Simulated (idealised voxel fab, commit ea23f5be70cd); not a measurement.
This is a process module. Its name is voxel capacitor over wiring.
The cross-section on display is named cut; it measures 295 nm wide, and its cells are 5 nm squares.
Cross-section, as written here: a square-cell grid given band by band from the top down, where a band holds one or more rows of cells.
A band entry consists of two parts. The first gives the height of the band's top and the height of its bottom, in nm. The rest lists the band's materials from left to right, each with its width in nm. A single material labelled with the word "all across" fills the band from edge to edge, and the word "blank" marks empty space.
Height reference: 0 = level under which incoming wafer is all one material. Lowest band: no bottom, runs on downward, e.g. "0..down".
When a width is written as two numbers, as in "30..40", the first number is the width in the top row of cells of the band and the second is the width in its bottom row, and the width changes by the same amount from each row to the next.
Any step labelled "left unchanged" changed none of the cells in the cross-section.
In "Enclosed void inventory" the enclosed voids are listed, meaning empty spaces of 8 cells or larger without any opening to the top. The form is width x height at distance, distance from the left edge, units nm.
If you see something after the settings on a step's line, that's the simulator's own remark about that step.
A step line may carry the setting "overlay nm", which, for steps involving a mask, states the distance by which the mask lay to the right of its intended position; negative values denote displacement to the left.
Note on reading: below, each pair holds a cross-section from before one process step and one from after it; the one from after shows only down to the lowest band that changed. Beneath the pair, the step in between is stated along with its settings. The pairs can stem from different runs of this module on the same starting wafer. Where a pair's entry headed "Structure before processing" says so, and only there, that pair continues from the pair above it.

STRUCTURE BEFORE PROCESSING
- 70..65  blank: 95 | TiN: 75 | blank: 125
- 65..60  blank: 95 | Al2O3: 75 | blank: 125
- 60..55  TiN all across
- 55..40  lowk: 95 | TiN: 5 | Ru: 5 | TiN: 5 | lowk: 185
- 40..35  SiCN: 95 | TiN: 15 | SiCN: 185
- 35..30  SiCN: 85 | TiN: 25 | SiCN: 70 | TiN: 25 | SiCN: 90
- 30..0  SiO2 all across
- 0..down  Si all across
- Enclosed void inventory: none

AFTER
- 80..70  blank: 95 | aC: 75 | blank: 125
- 70..65  aC: 95 | TiN: 75 | aC: 125
- 65..60  aC: 95 | Al2O3: 75 | aC: 125
- Rest of section, below 60: as before.
- Enclosed void inventory: none
The process step bridging the two cross-sections above: DIRECTIONAL_DEP, material aC, thk nm 10

Structure before processing: the state before this step is the cross-section shown after the step in the pair just above.

AFTER
- 105..80  blank: 90 | resist: 85 | blank: 120
- 80..70  blank: 90 | resist: 5 | aC: 75 | resist: 5 | blank: 120
- Rest of section, below 70: as before.
- Enclosed void inventory: none
The process step bridging the two cross-sections above: PATTERN, tone cover, mask id LOWER_PLATE, material resist, width nm 85, thk nm 25, overlay nm 0

Structure before processing: the state before this step is the cross-section shown after the step in the pair just above.

AFTER
- 95..80  blank: 90 | resist: 85 | blank: 120
- 80..70  blank: 90 | resist: 5 | aC: 75 | resist: 5 | blank: 120
- 70..65  blank: 90 | aC: 5 | TiN: 75 | aC: 5 | blank: 120
- 65..60  blank: 90 | aC: 5 | Al2O3: 75 | aC: 5 | blank: 120
- Rest of section, below 60: as before.
- Enclosed void inventory: none
The process step bridging the two cross-sections above: DIRECTIONAL_ETCH, etch materials aC, depth nm 10

Structure before processing: the state before this step is the cross-section shown after the step in the pair just above.

AFTER
- 80..70  blank: 95 | aC: 75 | blank: 125
- Rest of section, below 70: as before.
- Enclosed void inventory: none
The process step bridging the two cross-sections above: STRIP, etch materials resist

Structure before processing: the state before this step is the cross-section shown after the step in the pair just above.

AFTER
- 80..70  blank: 95 | aC: 75 | blank: 125
- 70..65  blank: 90 | aC: 5 | TiN: 75 | aC: 5 | blank: 120
- 65..60  blank: 90 | aC: 5 | Al2O3: 75 | aC: 5 | blank: 120
- 60..55  blank: 90 | TiN: 85 | blank: 120
- Rest of section, below 55: as before.
- Enclosed void inventory: none
The process step bridging the two cross-sections above: DIRECTIONAL_ETCH, etch materials TiN, depth nm 5

Structure before processing: the state before this step is the cross-section shown after the step in the pair just above.

AFTER
- 70..65  blank: 95 | TiN: 75 | blank: 125
- 65..60  blank: 95 | Al2O3: 75 | blank: 125
- Rest of section, below 60: as before.
- Enclosed void inventory: none
The process step bridging the two cross-sections above: STRIP, etch materials aC

Structure before processing: the state before this step is the cross-section shown after the step in the pair just above.

AFTER
- 90..70  SiO2 all across
- 70..65  SiO2: 95 | TiN: 75 | SiO2: 125
- 65..60  SiO2: 95 | Al2O3: 75 | SiO2: 125
- 60..55  SiO2: 90 | TiN: 85 | SiO2: 120
- Rest of section, below 55: as before.
- Enclosed void inventory: none
The process step bridging the two cross-sections above: FILL_DEP, material SiO2, thk nm 20

Structure before processing: the state before this step is the cross-section shown after the step in the pair just above.

AFTER
- 85..70  SiO2 all across
- Rest of section, below 70: as before.
- Enclosed void inventory: none
The process step bridging the two cross-sections above: CMP, height nm 85

Structure before processing: the state before this step is the cross-section shown after the step in the pair just above.

AFTER
- 105..85  resist: 105 | blank: 15 | resist: 175
- Rest of section, below 85: as before.
- Enclosed void inventory: none
The process step bridging the two cross-sections above: PATTERN, tone open, mask id PLUG_2, material resist, width nm 15, thk nm 20, overlay nm 0

Structure before processing: the state before this step is the cross-section shown after the step in the pair just above.

AFTER
- 105..85  resist: 105 | blank: 15 | resist: 175
- 85..70  SiO2: 105 | blank: 15 | SiO2: 175
- Rest of section, below 70: as before.
- Enclosed void inventory: none
The process step bridging the two cross-sections above: DIRECTIONAL_ETCH, etch materials SiO2, depth nm 15

Structure before processing: the state before this step is the cross-section shown after the step in the pair just above.

AFTER
- 85..70  SiO2: 105 | blank: 15 | SiO2: 175
- Rest of section, below 70: as before.
- Enclosed void inventory: none
The process step bridging the two cross-sections above: STRIP, etch materials resist

Structure before processing: the state before this step is the cross-section shown after the step in the pair just above.

AFTER
- 90..85  TiN: 110 | blank: 5 | TiN: 180
- 85..75  SiO2: 105 | TiN: 5 | blank: 5 | TiN: 5 | SiO2: 175
- 75..65  SiO2: 105..95 | TiN: 15..75 | SiO2: 175..125
- Rest of section, below 65: as before.
- Enclosed void inventory: none
The process step bridging the two cross-sections above: CONFORMAL_DEP, material TiN, thk nm 5

Structure before processing: the state before this step is the cross-section shown after the step in the pair just above.

AFTER
- 95..90  W all across
- 90..85  TiN: 110 | W: 5 | TiN: 180
- 85..75  SiO2: 105 | TiN: 5 | W: 5 | TiN: 5 | SiO2: 175
- Rest of section, below 75: as before.
- Enclosed void inventory: none
The process step bridging the two cross-sections above: FILL_DEP, material W, thk nm 5

Structure before processing: the state before this step is the cross-section shown after the step in the pair just above.

AFTER
- 85..75  SiO2: 105 | TiN: 5 | W: 5 | TiN: 5 | SiO2: 175
- Rest of section, below 75: as before.
- Enclosed void inventory: none
The process step bridging the two cross-sections above: CMP, height nm 85

Structure before processing: the state before this step is the cross-section shown after the step in the pair just above.

AFTER
- 90..85  SiN all across
- Rest of section, below 85: as before.
- Enclosed void inventory: none
The process step bridging the two cross-sections above: CONFORMAL_DEP, material SiN, thk nm 5

STRUCTURE BEFORE PROCESSING
- 0..down  Si all across
- Enclosed void inventory: none

AFTER
- 5..0  TiN all across
- Rest of section, below 0: as before.
- Enclosed void inventory: none
The process step bridging the two cross-sections above: DIRECTIONAL_DEP, material TiN, thk nm 5

Structure before processing: the state before this step is the cross-section shown after the step in the pair just above.

AFTER
- 20..5  SiO2 all across
- Rest of section, below 5: as before.
- Enclosed void inventory: none
The process step bridging the two cross-sections above: CONFORMAL_DEP, material SiO2, thk nm 15

Structure before processing: the state before this step is the cross-section shown after the step in the pair just above.

AFTER
- 35..20  W all across
- Rest of section, below 20: as before.
- Enclosed void inventory: none
The process step bridging the two cross-sections above: DIRECTIONAL_DEP, material W, thk nm 15

Structure before processing: the state before this step is the cross-section shown after the step in the pair just above.

AFTER
- 50..35  blank: 85 | resist: 25 | blank: 70 | resist: 25 | blank: 90
- Rest of section, below 35: as before.
- Enclosed void inventory: none
The process step bridging the two cross-sections above: PATTERN, tone cover, mask id METAL_1, material resist, width nm 25, pitch nm 95, thk nm 15, overlay nm 0

Structure before processing: the state before this step is the cross-section shown after the step in the pair just above.

AFTER
- 50..35  blank: 85 | resist: 25 | blank: 70 | resist: 25 | blank: 90
- 35..20  blank: 85 | W: 25 | blank: 70 | W: 25 | blank: 90
- Rest of section, below 20: as before.
- Enclosed void inventory: none
The process step bridging the two cross-sections above: DIRECTIONAL_ETCH, etch materials W, depth nm 15

Structure before processing: the state before this step is the cross-section shown after the step in the pair just above.

AFTER
- 35..20  blank: 85 | W: 25 | blank: 70 | W: 25 | blank: 90
- Rest of section, below 20: as before.
- Enclosed void inventory: none
The process step bridging the two cross-sections above: STRIP, etch materials resist

Structure before processing: the state before this step is the cross-section shown after the step in the pair just above.

AFTER
- 40..35  blank: 80 | SiCN: 35 | blank: 60 | SiCN: 35 | blank: 85
- 35..25  blank: 80 | SiCN: 5 | W: 25 | SiCN: 5 | blank: 60 | SiCN: 5 | W: 25 | SiCN: 5 | blank: 85
- 25..20  SiCN: 85 | W: 25 | SiCN: 70 | W: 25 | SiCN: 90
- Rest of section, below 20: as before.
- Enclosed void inventory: none
The process step bridging the two cross-sections above: CONFORMAL_DEP, material SiCN, thk nm 5

Structure before processing: the state before this step is the cross-section shown after the step in the pair just above.

AFTER
- 45..40  SiO2 all across
- 40..35  SiO2: 80 | SiCN: 35 | SiO2: 60 | SiCN: 35 | SiO2: 85
- 35..25  SiO2: 80 | SiCN: 5 | W: 25 | SiCN: 5 | SiO2: 60 | SiCN: 5 | W: 25 | SiCN: 5 | SiO2: 85
- Rest of section, below 25: as before.
- Enclosed void inventory: none
The process step bridging the two cross-sections above: FILL_DEP, material SiO2, thk nm 5

Structure before processing: the state before this step is the cross-section shown after the step in the pair just above.

AFTER
- 35..25  SiO2: 80 | SiCN: 5 | W: 25 | SiCN: 5 | SiO2: 60 | SiCN: 5 | W: 25 | SiCN: 5 | SiO2: 85
- Rest of section, below 25: as before.
- Enclosed void inventory: none
The process step bridging the two cross-sections above: CMP, height nm 35

Structure before processing: the state before this step is the cross-section shown after the step in the pair just above.

AFTER
- 40..35  SiCN all across
- Rest of section, below 35: as before.
- Enclosed void inventory: none
The process step bridging the two cross-sections above: CONFORMAL_DEP, material SiCN, thk nm 5

Structure before processing: the state before this step is the cross-section shown after the step in the pair just above.

AFTER
- 55..40  lowk all across
- Rest of section, below 40: as before.
- Enclosed void inventory: none
The process step bridging the two cross-sections above: DIRECTIONAL_DEP, material lowk, thk nm 15

Structure before processing: the state before this step is the cross-section shown after the step in the pair just above.

AFTER
- 55..40  lowk: 95 | blank: 15 | lowk: 185
- Rest of section, below 40: as before.
- Enclosed void inventory: none
The process step bridging the two cross-sections above: MASKED_ETCH, tone open, mask id PLUG_1, width nm 15, etch materials lowk, depth nm 15, overlay nm 0

Structure before processing: the state before this step is the cross-section shown after the step in the pair just above.

AFTER
- 55..40  lowk: 95 | blank: 15 | lowk: 185
- 40..35  SiCN: 95 | blank: 15 | SiCN: 185
- Rest of section, below 35: as before.
- Enclosed void inventory: none
The process step bridging the two cross-sections above: MASKED_ETCH, tone open, mask id PLUG_1, width nm 15, etch materials SiCN, depth nm 5, overlay nm 0

Structure before processing: the state before this step is the cross-section shown after the step in the pair just above.

AFTER
- 60..55  TiN: 100 | blank: 5 | TiN: 190
- 55..40  lowk: 95 | TiN: 5 | blank: 5 | TiN: 5 | lowk: 185
- 40..35  SiCN: 95 | TiN: 15 | SiCN: 185
- Rest of section, below 35: as before.
- Enclosed void inventory: none
The process step bridging the two cross-sections above: CONFORMAL_DEP, material TiN, thk nm 5

Structure before processing: the state before this step is the cross-section shown after the step in the pair just above.

AFTER
- 65..60  Ru all across
- 60..55  TiN: 100 | Ru: 5 | TiN: 190
- 55..40  lowk: 95 | TiN: 5 | Ru: 5 | TiN: 5 | lowk: 185
- Rest of section, below 40: as before.
- Enclosed void inventory: none
The process step bridging the two cross-sections above: FILL_DEP, material Ru, thk nm 5

Structure before processing: the state before this step is the cross-section shown after the step in the pair just above.

AFTER
- 55..40  lowk: 95 | TiN: 5 | Ru: 5 | TiN: 5 | lowk: 185
- Rest of section, below 40: as before.
- Enclosed void inventory: none
The process step bridging the two cross-sections above: CMP, height nm 55

Structure before processing: the state before this step is the cross-section shown after the step in the pair just above.

AFTER
- 60..55  TiN all across
- Rest of section, below 55: as before.
- Enclosed void inventory: none
The process step bridging the two cross-sections above: DIRECTIONAL_DEP, material TiN, thk nm 5

Structure before processing: the state before this step is the cross-section shown after the step in the pair just above.

AFTER
- 65..60  Al2O3 all across
- Rest of section, below 60: as before.
- Enclosed void inventory: none
The process step bridging the two cross-sections above: DIRECTIONAL_DEP, material Al2O3, thk nm 5

Structure before processing: the state before this step is the cross-section shown after the step in the pair just above.

AFTER
- 70..65  TiN all across
- Rest of section, below 65: as before.
- Enclosed void inventory: none
The process step bridging the two cross-sections above: DIRECTIONAL_DEP, material TiN, thk nm 5

Structure before processing: the state before this step is the cross-section shown after the step in the pair just above.

AFTER
- 85..70  aC all across
- Rest of section, below 70: as before.
- Enclosed void inventory: none
The process step bridging the two cross-sections above: DIRECTIONAL_DEP, material aC, thk nm 15

Structure before processing: the state before this step is the cross-section shown after the step in the pair just above.

AFTER
- 120..85  blank: 95 | resist: 75 | blank: 125
- Rest of section, below 85: as before.
- Enclosed void inventory: none
The process step bridging the two cross-sections above: PATTERN, tone cover, mask id UPPER_PLATE, material resist, width nm 75, thk nm 35, overlay nm 0

Structure before processing: the state before this step is the cross-section shown after the step in the pair just above.

AFTER
- 105..85  blank: 95 | resist: 75 | blank: 125
- 85..70  blank: 95 | aC: 75 | blank: 125
- Rest of section, below 70: as before.
- Enclosed void inventory: none
The process step bridging the two cross-sections above: DIRECTIONAL_ETCH, etch materials aC, depth nm 15

Structure before processing: the state before this step is the cross-section shown after the step in the pair just above.

AFTER
- 85..70  blank: 95 | aC: 75 | blank: 125
- Rest of section, below 70: as before.
- Enclosed void inventory: none
The process step bridging the two cross-sections above: STRIP, etch materials resist

Structure before processing: the state before this step is the cross-section shown after the step in the pair just above.

AFTER
- 85..70  blank: 95 | aC: 75 | blank: 125
- 70..65  blank: 95 | TiN: 75 | blank: 125
- Rest of section, below 65: as before.
- Enclosed void inventory: none
The process step bridging the two cross-sections above: DIRECTIONAL_ETCH, etch materials TiN, depth nm 5

Structure before processing: the state before this step is the cross-section shown after the step in the pair just above.

AFTER
- 85..70  blank: 95 | aC: 75 | blank: 125
- 70..65  blank: 95 | TiN: 75 | blank: 125
- 65..60  blank: 95 | Al2O3: 75 | blank: 125
- Rest of section, below 60: as before.
- Enclosed void inventory: none
The process step bridging the two cross-sections above: DIRECTIONAL_ETCH, etch materials Al2O3, depth nm 5

Structure before processing: the state before this step is the cross-section shown after the step in the pair just above.

AFTER
- 70..65  blank: 95 | TiN: 75 | blank: 125
- Rest of section, below 65: as before.
- Enclosed void inventory: none
The process step bridging the two cross-sections above: STRIP, etch materials aC

Structure before processing: the state before this step is the cross-section shown after the step in the pair just above.

AFTER
- 80..70  blank: 95 | aC: 75 | blank: 125
- 70..65  aC: 95 | TiN: 75 | aC: 125
- 65..60  aC: 95 | Al2O3: 75 | aC: 125
- Rest of section, below 60: as before.
- Enclosed void inventory: none
The process step bridging the two cross-sections above: DIRECTIONAL_DEP, material aC, thk nm 10

Structure before processing: the state before this step is the cross-section shown after the step in the pair just above.

AFTER
- 105..80  blank: 90 | resist: 85 | blank: 120
- 80..70  blank: 90 | resist: 5 | aC: 75 | resist: 5 | blank: 120
- Rest of section, below 70: as before.
- Enclosed void inventory: none
The process step bridging the two cross-sections above: PATTERN, tone cover, mask id LOWER_PLATE, material resist, width nm 85, thk nm 25, overlay nm 0

Structure before processing: the state before this step is the cross-section shown after the step in the pair just above.

AFTER
- 95..80  blank: 90 | resist: 85 | blank: 120
- 80..70  blank: 90 | resist: 5 | aC: 75 | resist: 5 | blank: 120
- 70..65  blank: 90 | aC: 5 | TiN: 75 | aC: 5 | blank: 120
- 65..60  blank: 90 | aC: 5 | Al2O3: 75 | aC: 5 | blank: 120
- Rest of section, below 60: as before.
- Enclosed void inventory: none
The process step bridging the two cross-sections above: DIRECTIONAL_ETCH, etch materials aC, depth nm 10

Structure before processing: the state before this step is the cross-section shown after the step in the pair just above.

AFTER
- 80..70  blank: 95 | aC: 75 | blank: 125
- Rest of section, below 70: as before.
- Enclosed void inventory: none
The process step bridging the two cross-sections above: STRIP, etch materials resist

Structure before processing: the state before this step is the cross-section shown after the step in the pair just above.

AFTER
- 80..70  blank: 95 | aC: 75 | blank: 125
- 70..65  blank: 90 | aC: 5 | TiN: 75 | aC: 5 | blank: 120
- 65..60  blank: 90 | aC: 5 | Al2O3: 75 | aC: 5 | blank: 120
- 60..55  blank: 90 | TiN: 85 | blank: 120
- Rest of section, below 55: as before.
- Enclosed void inventory: none
The process step bridging the two cross-sections above: DIRECTIONAL_ETCH, etch materials TiN, depth nm 5

Structure before processing: the state before this step is the cross-section shown after the step in the pair just above.

AFTER
- 70..65  blank: 95 | TiN: 75 | blank: 125
- 65..60  blank: 95 | Al2O3: 75 | blank: 125
- Rest of section, below 60: as before.
- Enclosed void inventory: none
The process step bridging the two cross-sections above: STRIP, etch materials aC

Structure before processing: the state before this step is the cross-section shown after the step in the pair just above.

AFTER
- 90..70  SiO2 all across
- 70..65  SiO2: 95 | TiN: 75 | SiO2: 125
- 65..60  SiO2: 95 | Al2O3: 75 | SiO2: 125
- 60..55  SiO2: 90 | TiN: 85 | SiO2: 120
- Rest of section, below 55: as before.
- Enclosed void inventory: none
The process step bridging the two cross-sections above: FILL_DEP, material SiO2, thk nm 20

Structure before processing: the state before this step is the cross-section shown after the step in the pair just above.

AFTER
- 85..70  SiO2 all across
- Rest of section, below 70: as before.
- Enclosed void inventory: none
The process step bridging the two cross-sections above: CMP, height nm 85

Structure before processing: the state before this step is the cross-section shown after the step in the pair just above.

AFTER
- 105..85  resist: 105 | blank: 15 | resist: 175
- Rest of section, below 85: as before.
- Enclosed void inventory: none
The process step bridging the two cross-sections above: PATTERN, tone open, mask id PLUG_2, material resist, width nm 15, thk nm 20, overlay nm 0

Structure before processing: the state before this step is the cross-section shown after the step in the pair just above.

AFTER
- 105..85  resist: 105 | blank: 15 | resist: 175
- 85..70  SiO2: 105 | blank: 15 | SiO2: 175
- Rest of section, below 70: as before.
- Enclosed void inventory: none
The process step bridging the two cross-sections above: DIRECTIONAL_ETCH, etch materials SiO2, depth nm 15

Structure before processing: the state before this step is the cross-section shown after the step in the pair just above.

AFTER
- 85..70  SiO2: 105 | blank: 15 | SiO2: 175
- Rest of section, below 70: as before.
- Enclosed void inventory: none
The process step bridging the two cross-sections above: STRIP, etch materials resist

Structure before processing: the state before this step is the cross-section shown after the step in the pair just above.

AFTER
- 90..85  TiN: 110 | blank: 5 | TiN: 180
- 85..75  SiO2: 105 | TiN: 5 | blank: 5 | TiN: 5 | SiO2: 175
- 75..65  SiO2: 105..95 | TiN: 15..75 | SiO2: 175..125
- Rest of section, below 65: as before.
- Enclosed void inventory: none
The process step bridging the two cross-sections above: CONFORMAL_DEP, material TiN, thk nm 5

Structure before processing: the state before this step is the cross-section shown after the step in the pair just above.

AFTER
- 95..90  W all across
- 90..85  TiN: 110 | W: 5 | TiN: 180
- 85..75  SiO2: 105 | TiN: 5 | W: 5 | TiN: 5 | SiO2: 175
- Rest of section, below 75: as before.
- Enclosed void inventory: none
The process step bridging the two cross-sections above: FILL_DEP, material W, thk nm 5

Structure before processing: the state before this step is the cross-section shown after the step in the pair just above.

AFTER
- 85..75  SiO2: 105 | TiN: 5 | W: 5 | TiN: 5 | SiO2: 175
- Rest of section, below 75: as before.
- Enclosed void inventory: none
The process step bridging the two cross-sections above: CMP, height nm 85

Structure before processing: the state before this step is the cross-section shown after the step in the pair just above.

AFTER
- 90..85  SiN all across
- Rest of section, below 85: as before.
- Enclosed void inventory: none
The process step bridging the two cross-sections above: CONFORMAL_DEP, material SiN, thk nm 5

STRUCTURE BEFORE PROCESSING
- 0..down  Si all across
- Enclosed void inventory: none

AFTER
- 20..0  SiO2 all across
- Rest of section, below 0: as before.
- Enclosed void inventory: none
The process step bridging the two cross-sections above: CONFORMAL_DEP, material SiO2, thk nm 20

Structure before processing: the state before this step is the cross-section shown after the step in the pair just above.

AFTER
- 25..20  TiN all across
- Rest of section, below 20: as before.
- Enclosed void inventory: none
The process step bridging the two cross-sections above: DIRECTIONAL_DEP, material TiN, thk nm 5

Structure before processing: the state before this step is the cross-section shown after the step in the pair just above.

AFTER
- 40..25  W all across
- Rest of section, below 25: as before.
- Enclosed void inventory: none
The process step bridging the two cross-sections above: DIRECTIONAL_DEP, material W, thk nm 15

Structure before processing: the state before this step is the cross-section shown after the step in the pair just above.

AFTER
- 55..40  blank: 85 | resist: 25 | blank: 70 | resist: 25 | blank: 90
- Rest of section, below 40: as before.
- Enclosed void inventory: none
The process step bridging the two cross-sections above: PATTERN, tone cover, mask id METAL_1, material resist, width nm 25, pitch nm 95, thk nm 15, overlay nm 0

Structure before processing: the state before this step is the cross-section shown after the step in the pair just above.

AFTER
- 55..40  blank: 85 | resist: 25 | blank: 70 | resist: 25 | blank: 90
- 40..25  blank: 85 | W: 25 | blank: 70 | W: 25 | blank: 90
- Rest of section, below 25: as before.
- Enclosed void inventory: none
The process step bridging the two cross-sections above: DIRECTIONAL_ETCH, etch materials W, depth nm 15

Structure before processing: the state before this step is the cross-section shown after the step in the pair just above.

AFTER
- 55..40  blank: 85 | resist: 25 | blank: 70 | resist: 25 | blank: 90
- 40..25  blank: 85 | W: 25 | blank: 70 | W: 25 | blank: 90
- 25..20  blank: 85 | TiN: 25 | blank: 70 | TiN: 25 | blank: 90
- Rest of section, below 20: as before.
- Enclosed void inventory: none
The process step bridging the two cross-sections above: DIRECTIONAL_ETCH, etch materials TiN, depth nm 5

Structure before processing: the state before this step is the cross-section shown after the step in the pair just above.

AFTER
- 40..25  blank: 85 | W: 25 | blank: 70 | W: 25 | blank: 90
- Rest of section, below 25: as before.
- Enclosed void inventory: none
The process step bridging the two cross-sections above: STRIP, etch materials resist

Structure before processing: the state before this step is the cross-section shown after the step in the pair just above.

AFTER
- 45..40  blank: 80 | SiCN: 35 | blank: 60 | SiCN: 35 | blank: 85
- 40..25  blank: 80 | SiCN: 5 | W: 25 | SiCN: 5 | blank: 60 | SiCN: 5 | W: 25 | SiCN: 5 | blank: 85
- 25..20  SiCN: 85 | TiN: 25 | SiCN: 70 | TiN: 25 | SiCN: 90
- Rest of section, below 20: as before.
- Enclosed void inventory: none
The process step bridging the two cross-sections above: CONFORMAL_DEP, material SiCN, thk nm 5

Structure before processing: the state before this step is the cross-section shown after the step in the pair just above.

AFTER
- 50..45  SiO2 all across
- 45..40  SiO2: 80 | SiCN: 35 | SiO2: 60 | SiCN: 35 | SiO2: 85
- 40..25  SiO2: 80 | SiCN: 5 | W: 25 | SiCN: 5 | SiO2: 60 | SiCN: 5 | W: 25 | SiCN: 5 | SiO2: 85
- Rest of section, below 25: as before.
- Enclosed void inventory: none
The process step bridging the two cross-sections above: FILL_DEP, material SiO2, thk nm 5

Structure before processing: the state before this step is the cross-section shown after the step in the pair just above.

AFTER
- 35..25  SiO2: 80 | SiCN: 5 | W: 25 | SiCN: 5 | SiO2: 60 | SiCN: 5 | W: 25 | SiCN: 5 | SiO2: 85
- Rest of section, below 25: as before.
- Enclosed void inventory: none
The process step bridging the two cross-sections above: CMP, height nm 35

Structure before processing: the state before this step is the cross-section shown after the step in the pair just above.

AFTER
- 40..35  SiCN all across
- Rest of section, below 35: as before.
- Enclosed void inventory: none
The process step bridging the two cross-sections above: CONFORMAL_DEP, material SiCN, thk nm 5

Structure before processing: the state before this step is the cross-section shown after the step in the pair just above.

AFTER
- 55..40  lowk all across
- Rest of section, below 40: as before.
- Enclosed void inventory: none
The process step bridging the two cross-sections above: DIRECTIONAL_DEP, material lowk, thk nm 15

Structure before processing: the state before this step is the cross-section shown after the step in the pair just above.

AFTER
- 55..40  lowk: 95 | blank: 15 | lowk: 185
- Rest of section, below 40: as before.
- Enclosed void inventory: none
The process step bridging the two cross-sections above: MASKED_ETCH, tone open, mask id PLUG_1, width nm 15, etch materials lowk, depth nm 15, overlay nm 0

Structure before processing: the state before this step is the cross-section shown after the step in the pair just above.

AFTER
- 55..40  lowk: 95 | blank: 15 | lowk: 185
- 40..35  SiCN: 95 | blank: 15 | SiCN: 185
- Rest of section, below 35: as before.
- Enclosed void inventory: none
The process step bridging the two cross-sections above: MASKED_ETCH, tone open, mask id PLUG_1, width nm 15, etch materials SiCN, depth nm 5, overlay nm 0

Structure before processing: the state before this step is the cross-section shown after the step in the pair just above.

AFTER
- 60..55  TiN: 100 | blank: 5 | TiN: 190
- 55..40  lowk: 95 | TiN: 5 | blank: 5 | TiN: 5 | lowk: 185
- 40..35  SiCN: 95 | TiN: 15 | SiCN: 185
- Rest of section, below 35: as before.
- Enclosed void inventory: none
The process step bridging the two cross-sections above: CONFORMAL_DEP, material TiN, thk nm 5

Structure before processing: the state before this step is the cross-section shown after the step in the pair just above.

AFTER
- 65..60  Ru all across
- 60..55  TiN: 100 | Ru: 5 | TiN: 190
- 55..40  lowk: 95 | TiN: 5 | Ru: 5 | TiN: 5 | lowk: 185
- Rest of section, below 40: as before.
- Enclosed void inventory: none
The process step bridging the two cross-sections above: FILL_DEP, material Ru, thk nm 5

Structure before processing: the state before this step is the cross-section shown after the step in the pair just above.

AFTER
- 55..40  lowk: 95 | TiN: 5 | Ru: 5 | TiN: 5 | lowk: 185
- Rest of section, below 40: as before.
- Enclosed void inventory: none
The process step bridging the two cross-sections above: CMP, height nm 55

Structure before processing: the state before this step is the cross-section shown after the step in the pair just above.

AFTER
- 60..55  TiN all across
- Rest of section, below 55: as before.
- Enclosed void inventory: none
The process step bridging the two cross-sections above: DIRECTIONAL_DEP, material TiN, thk nm 5

Structure before processing: the state before this step is the cross-section shown after the step in the pair just above.

AFTER
- 65..60  Al2O3 all across
- Rest of section, below 60: as before.
- Enclosed void inventory: none
The process step bridging the two cross-sections above: DIRECTIONAL_DEP, material Al2O3, thk nm 5

Structure before processing: the state before this step is the cross-section shown after the step in the pair just above.

AFTER
- 70..65  TiN all across
- Rest of section, below 65: as before.
- Enclosed void inventory: none
The process step bridging the two cross-sections above: DIRECTIONAL_DEP, material TiN, thk nm 5

Structure before processing: the state before this step is the cross-section shown after the step in the pair just above.

AFTER
- 85..70  aC all across
- Rest of section, below 70: as before.
- Enclosed void inventory: none
The process step bridging the two cross-sections above: DIRECTIONAL_DEP, material aC, thk nm 15

Structure before processing: the state before this step is the cross-section shown after the step in the pair just above.

AFTER
- 120..85  blank: 95 | resist: 75 | blank: 125
- Rest of section, below 85: as before.
- Enclosed void inventory: none
The process step bridging the two cross-sections above: PATTERN, tone cover, mask id UPPER_PLATE, material resist, width nm 75, thk nm 35, overlay nm 0

Structure before processing: the state before this step is the cross-section shown after the step in the pair just above.

AFTER
- 105..85  blank: 95 | resist: 75 | blank: 125
- 85..70  blank: 95 | aC: 75 | blank: 125
- Rest of section, below 70: as before.
- Enclosed void inventory: none
The process step bridging the two cross-sections above: DIRECTIONAL_ETCH, etch materials aC, depth nm 15

Structure before processing: the state before this step is the cross-section shown after the step in the pair just above.

AFTER
- 85..70  blank: 95 | aC: 75 | blank: 125
- Rest of section, below 70: as before.
- Enclosed void inventory: none
The process step bridging the two cross-sections above: STRIP, etch materials resist

Structure before processing: the state before this step is the cross-section shown after the step in the pair just above.

AFTER
- 85..70  blank: 95 | aC: 75 | blank: 125
- 70..65  blank: 95 | TiN: 75 | blank: 125
- Rest of section, below 65: as before.
- Enclosed void inventory: none
The process step bridging the two cross-sections above: DIRECTIONAL_ETCH, etch materials TiN, depth nm 5

Structure before processing: the state before this step is the cross-section shown after the step in the pair just above.

AFTER
- 85..70  blank: 95 | aC: 75 | blank: 125
- 70..65  blank: 95 | TiN: 75 | blank: 125
- 65..60  blank: 95 | Al2O3: 75 | blank: 125
- Rest of section, below 60: as before.
- Enclosed void inventory: none
The process step bridging the two cross-sections above: DIRECTIONAL_ETCH, etch materials Al2O3, depth nm 5

Structure before processing: the state before this step is the cross-section shown after the step in the pair just above.

AFTER
- 70..65  blank: 95 | TiN: 75 | blank: 125
- Rest of section, below 65: as before.
- Enclosed void inventory: none
The process step bridging the two cross-sections above: STRIP, etch materials aC

Structure before processing: the state before this step is the cross-section shown after the step in the pair just above.

AFTER
- 80..70  blank: 95 | aC: 75 | blank: 125
- 70..65  aC: 95 | TiN: 75 | aC: 125
- 65..60  aC: 95 | Al2O3: 75 | aC: 125
- Rest of section, below 60: as before.
- Enclosed void inventory: none
The process step bridging the two cross-sections above: DIRECTIONAL_DEP, material aC, thk nm 10

Structure before processing: the state before this step is the cross-section shown after the step in the pair just above.

AFTER
- 105..80  blank: 90 | resist: 85 | blank: 120
- 80..70  blank: 90 | resist: 5 | aC: 75 | resist: 5 | blank: 120
- Rest of section, below 70: as before.
- Enclosed void inventory: none
The process step bridging the two cross-sections above: PATTERN, tone cover, mask id LOWER_PLATE, material resist, width nm 85, thk nm 25, overlay nm 0

Structure before processing: the state before this step is the cross-section shown after the step in the pair just above.

AFTER
- 95..80  blank: 90 | resist: 85 | blank: 120
- 80..70  blank: 90 | resist: 5 | aC: 75 | resist: 5 | blank: 120
- 70..65  blank: 90 | aC: 5 | TiN: 75 | aC: 5 | blank: 120
- 65..60  blank: 90 | aC: 5 | Al2O3: 75 | aC: 5 | blank: 120
- Rest of section, below 60: as before.
- Enclosed void inventory: none
The process step bridging the two cross-sections above: DIRECTIONAL_ETCH, etch materials aC, depth nm 10

Structure before processing: the state before this step is the cross-section shown after the step in the pair just above.

AFTER
- 80..70  blank: 95 | aC: 75 | blank: 125
- Rest of section, below 70: as before.
- Enclosed void inventory: none
The process step bridging the two cross-sections above: STRIP, etch materials resist

Structure before processing: the state before this step is the cross-section shown after the step in the pair just above.

AFTER
- 80..70  blank: 95 | aC: 75 | blank: 125
- 70..65  blank: 90 | aC: 5 | TiN: 75 | aC: 5 | blank: 120
- 65..60  blank: 90 | aC: 5 | Al2O3: 75 | aC: 5 | blank: 120
- 60..55  blank: 90 | TiN: 85 | blank: 120
- Rest of section, below 55: as before.
- Enclosed void inventory: none
The process step bridging the two cross-sections above: DIRECTIONAL_ETCH, etch materials TiN, depth nm 5
